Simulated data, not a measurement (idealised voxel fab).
Process module, titled voxel transistor to metal
Section shown: cut. Width: 155 nm. Cell size: 5 nm, square.
Bands, listed from the top down, are how a cross-section gets written in this document; the cross-section itself is a grid of square cells, and a band is one or more rows of them.
Band: top height; bottom height; in nm. Then, left to right: material with width in nm, for each material. "everywhere": a single material spanning edge to edge. "air": empty space.
The level at which height equals 0 is the one under which the wafer, as it arrives, is entirely one material. No lower edge exists for the bottom band, which continues downward and is notated as in "0 -> down".
So if you see something like "30..40" for the width, read it as the top row of the band sitting at the first number and the bottom row at the second, with every row in between moving by the same amount as the last.
Step marked "no change occurred"? Then no cell in the cross-section changed in it.
Enclosed voids (no open way to top), threshold 8 cells or more, entry "Voids, sealed", notation width x height at distance, distance from left edge, nm.
It should be noted that, on the line of a given step, the content following the step's settings is a remark produced by the simulator itself with respect to that step.
overlay nm: right-of-plan distance of the mask on a masked step; negative values mean left-of-plan.

Process steps - plan
- 1: RECEIVE | material Si
- 2: OXIDIZE | depth nm 5
- 3: CONFORMAL_DEP | material SiN | thk nm 15
- 4: MASKED_ETCH | tone cover | mask id ACTIVE | width nm 105 | etch materials SiN | depth nm 15 | overlay nm 0
- 5: MASKED_ETCH | tone cover | mask id ACTIVE | width nm 105 | etch materials SiO2 | depth nm 5 | overlay nm 0
- 6: MASKED_ETCH | tone cover | mask id ACTIVE | width nm 105 | etch materials Si | depth nm 35 | overlay nm 0
- 7: OXIDIZE | depth nm 5
- 8: FILL_DEP | material SiO2 | thk nm 10
- 9: CMP | height nm 15
- 10: SELECTIVE_ETCH | etch materials SiO2 | depth nm 10
- 11: STRIP | etch materials SiN
- 12: SELECTIVE_ETCH | etch materials SiO2 | depth nm 5
- 13: OXIDIZE | depth nm 5
- 14: DIRECTIONAL_DEP | material polySi | thk nm 25
- 15: DIRECTIONAL_DEP | material SiCN | thk nm 15
- 16: DIRECTIONAL_DEP | material aC | thk nm 10
- 17: PATTERN | tone cover | mask id GATE | material resist | width nm 15 | thk nm 25 | overlay nm 0
- 18: DIRECTIONAL_ETCH | etch materials aC | depth nm 10
- 19: STRIP | etch materials resist
- 20: DIRECTIONAL_ETCH | etch materials SiCN | depth nm 25
- 21: DIRECTIONAL_ETCH | etch materials polySi | depth nm 35
- 22: STRIP | etch materials aC
- 23: CONFORMAL_DEP | material SiO2 | thk nm 5
- 24: DIRECTIONAL_ETCH | etch materials SiO2 | depth nm 5
- 25: CONFORMAL_DEP | material SiN | thk nm 10
- 26: DIRECTIONAL_ETCH | etch materials SiN | depth nm 10
- 27: DIRECTIONAL_ETCH | etch materials SiO2 | depth nm 5
- 28: DIRECTIONAL_ETCH | etch materials Si | depth nm 5
- 29: EPI | material pSi | thk nm 10
- 30: FILL_DEP | material SiO2 | thk nm 5
- 31: CMP | height nm 35
- 32: DIRECTIONAL_DEP | material SiO2 | thk nm 15
- 33: PATTERN | tone open | mask id CONTACT | material resist | width nm 20 | pitch nm 65 | thk nm 20 | overlay nm 0
- 34: DIRECTIONAL_ETCH | etch materials SiO2 | depth nm 50
- 35: STRIP | etch materials resist
- 36: CONFORMAL_DEP | material TiN | thk nm 5
- 37: FILL_DEP | material W | thk nm 5
- 38: CMP | height nm 50
- 39: CONFORMAL_DEP | material SiCN | thk nm 5
- 40: DIRECTIONAL_DEP | material SiO2 | thk nm 25
- 41: PATTERN | tone open | mask id METAL_1 | material resist | width nm 20 | pitch nm 65 | thk nm 15 | overlay nm 0
- 42: DIRECTIONAL_ETCH | etch materials SiO2 | depth nm 25
- 43: DIRECTIONAL_ETCH | etch materials SiCN | depth nm 5
- 44: STRIP | etch materials resist
- 45: CONFORMAL_DEP | material TiN | thk nm 5
- 46: FILL_DEP | material W | thk nm 5
- 47: CMP | height nm 80
- 48: EPI | material Ru | thk nm 5
- 49: FILL_DEP | material SiCN | thk nm 5
Split variable: width nm, step 17. Plan value = first wafer. Wafers start alike.

Cross-section of the first incoming wafer of several, state after step 1
* 0 -> down: Si everywhere
* Voids, sealed: none

Heads up, this table goes wafer by wafer. A row tells you, at the end of the module, how many cells of each material that wafer has put on (+) or dropped (-) since it was received, and then its closed voids
width nm 15; +12 Ru; -154 Si; +82 SiCN; +36 SiN; +415 SiO2; +72 TiN; +56 W; +24 pSi; +15 polySi; Voids, sealed: none
width nm 20; +12 Ru; -153 Si; +85 SiCN; +36 SiN; +416 SiO2; +72 TiN; +49 W; +21 pSi; +20 polySi; Voids, sealed: none
width nm 25; +12 Ru; -152 Si; +88 SiCN; +36 SiN; +417 SiO2; +72 TiN; +42 W; +18 pSi; +25 polySi; Voids, sealed: none
width nm 30; +12 Ru; -151 Si; +91 SiCN; +36 SiN; +418 SiO2; +72 TiN; +35 W; +15 pSi; +30 polySi; Voids, sealed: none
